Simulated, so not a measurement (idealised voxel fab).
Title: Process Module voxel transistor to metal
Cross-sectional view cut (width: 250 nm; square cell size: 5 nm).
Reading order for cross-sections: top band down to bottom band. Underlying form: a grid of square cells. Band size: one or more rows of cells.
The band entry comprises the height of the band's top followed by the height of its bottom, expressed in nm, and subsequently the band's materials from left to right, each stated together with its width in nm. Where a single material is marked with the word "everywhere", that material fills the band from edge to edge. The word "air" represents empty space.
Basically, 0 is our baseline, since under it the wafer straight out of the box is all one material. The bottom band has no lower end and keeps on going down, so it looks like "0..down".
You'd read "30 to 40" like this: the band's top row of cells is as wide as the first number, its bottom row is as wide as the second, and going down, every row changes width by the same amount as the row before did.
The cross-section has no changed cell in any step marked "all unchanged".
Each empty space that has no open way to the top and spans at least 8 cells appears under "Cavities, sealed" as width x height at distance, the distance counted from the left edge, all in nm.
On each step's line, the part that comes after the settings is the simulator's own comment on the step.
Each step line may optionally specify "overlay nm", which for a step with a mask gives the rightward distance between the mask's planned place and where it lay, a negative value indicating the leftward direction.

**Planned step list for the process**
step 1: RECEIVE | material Si
step 2: CONFORMAL_DEP | material SiO2 | thk nm 5
step 3: CONFORMAL_DEP | material SiN | thk nm 15
step 4: MASKED_ETCH | tone cover | mask id ACTIVE | width nm 85 | pitch nm 115 | etch materials SiN | depth nm 15 | overlay nm 0
step 5: MASKED_ETCH | tone cover | mask id ACTIVE | width nm 85 | pitch nm 115 | etch materials SiO2 | depth nm 5 | overlay nm 0
step 6: MASKED_ETCH | tone cover | mask id ACTIVE | width nm 85 | pitch nm 115 | etch materials Si | depth nm 20 | overlay nm 0
step 7: OXIDIZE | depth nm 5
step 8: FILL_DEP | material SiO2 | thk nm 5
step 9: CMP | height nm 20
step 10: SELECTIVE_ETCH | etch materials SiO2 | depth nm 15
step 11: STRIP | etch materials SiN
step 12: SELECTIVE_ETCH | etch materials SiO2 | depth nm 5
step 13: OXIDIZE | depth nm 5
step 14: DIRECTIONAL_DEP | material polySi | thk nm 30
step 15: DIRECTIONAL_DEP | material SiCN | thk nm 15
step 16: PATTERN | tone cover | mask id GATE | material resist | width nm 15 | pitch nm 115 | thk nm 20 | overlay nm 0
step 17: DIRECTIONAL_ETCH | etch materials SiCN | depth nm 25
step 18: DIRECTIONAL_ETCH | etch materials polySi | depth nm 40
step 19: STRIP | etch materials resist
step 20: CONFORMAL_DEP | material SiN | thk nm 5
step 21: DIRECTIONAL_ETCH | etch materials SiN | depth nm 5
step 22: DIRECTIONAL_ETCH | etch materials SiO2 | depth nm 5
step 23: DIRECTIONAL_ETCH | etch materials Si | depth nm 10
step 24: EPI | material nSi | thk nm 10
step 25: FILL_DEP | material SiO2 | thk nm 10
step 26: CMP | height nm 45
step 27: DIRECTIONAL_DEP | material SiO2 | thk nm 15
step 28: PATTERN | tone open | mask id CONTACT | material resist | width nm 15 | thk nm 15 | overlay nm 0
step 29: DIRECTIONAL_ETCH | etch materials SiO2 | depth nm 65
step 30: STRIP | etch materials resist
step 31: CONFORMAL_DEP | material TiN | thk nm 5
step 32: FILL_DEP | material W | thk nm 5
step 33: CMP | height nm 60
step 34: DIRECTIONAL_DEP | material TiN | thk nm 5
step 35: DIRECTIONAL_DEP | material W | thk nm 15
step 36: DIRECTIONAL_DEP | material aC | thk nm 10
step 37: PATTERN | tone cover | mask id METAL_1 | material resist | width nm 15 | thk nm 25 | overlay nm 0
step 38: DIRECTIONAL_ETCH | etch materials aC | depth nm 10
step 39: STRIP | etch materials resist
step 40: DIRECTIONAL_ETCH | etch materials W | depth nm 15
step 41: DIRECTIONAL_ETCH | etch materials TiN | depth nm 5
step 42: STRIP | etch materials aC
step 43: CONFORMAL_DEP | material SiCN | thk nm 5
step 44: FILL_DEP | material lowk | thk nm 10
step 45: CMP | height nm 80
step 46: CONFORMAL_DEP | material SiCN | thk nm 5

**Cross-section of the wafer as it came to us, i.e., already through step 1**
> 0..down = Si everywhere
> Cavities, sealed: none

**Final wafer profile in cross-section after the module, from the same start and plan as above, with one mistake made during processing**
> 85..80 = SiCN everywhere
> 80..65 = lowk (20), SiCN (5), W (25), SiCN (5), lowk (25), SiCN (5), W (25), SiCN (5), lowk (20), SiCN (5), W (25), SiCN (5), lowk (25), SiCN (5), W (25), SiCN (5), lowk (20)
> 65..60 = SiCN (25), TiN (25), SiCN (35), TiN (25), SiCN (30), TiN (25), SiCN (35), TiN (25), SiCN (25)
> 60..45 = SiO2 (30), TiN (5), W (5), TiN (5), SiO2 (45), TiN (5), W (5), TiN (5), SiO2 (40), TiN (5), W (5), TiN (5), SiO2 (45), TiN (5), W (5), TiN (5), SiO2 (30)
> 45..30 = SiO2 (30), TiN (5), W (5), TiN (5), SiO2 (10), SiN (5), SiCN (15), SiN (5), SiO2 (10), TiN (5), W (5), TiN (5), SiO2 (40), TiN (5), W (5), TiN (5), SiO2 (10), SiN (5), SiCN (15), SiN (5), SiO2 (10), TiN (5), W (5), TiN (5), SiO2 (30)
> 30..5 = SiO2 (30), TiN (5), W (5), TiN (5), SiO2 (10), SiN (5), polySi (15), SiN (5), SiO2 (10), TiN (5), W (5), TiN (5), SiO2 (40), TiN (5), W (5), TiN (5), SiO2 (10), SiN (5), polySi (15), SiN (5), SiO2 (10), TiN (5), W (5), TiN (5), SiO2 (30)
> 5..0 = SiO2 (30), TiN (5), W (5), TiN (5), nSi (10), SiN (5), polySi (15), SiN (5), nSi (10), TiN (5), W (5), TiN (5), SiO2 (40), TiN (5), W (5), TiN (5), nSi (10), SiN (5), polySi (15), SiN (5), nSi (10), TiN (5), W (5), TiN (5), SiO2 (30)
> 0..-5 = SiO2 (30), TiN (15), nSi (10), SiO2 (25), nSi (10), TiN (15), SiO2 (40), TiN (15), nSi (10), SiO2 (25), nSi (10), TiN (15), SiO2 (30)
> -5..-15 = SiO2 (30), nSi (25), Si (25), nSi (25), SiO2 (40), nSi (25), Si (25), nSi (25), SiO2 (30)
> -15..-25 = SiO2 (30), Si (75), SiO2 (40), Si (75), SiO2 (30)
> -25..down = Si everywhere
> Cavities, sealed: none
The plan and the run diverged here: step 37 ran with different settings than intended, the actual operation and settings being PATTERN | tone cover | mask id METAL_1 | material resist | width nm 25 | thk nm 25 | overlay nm 0
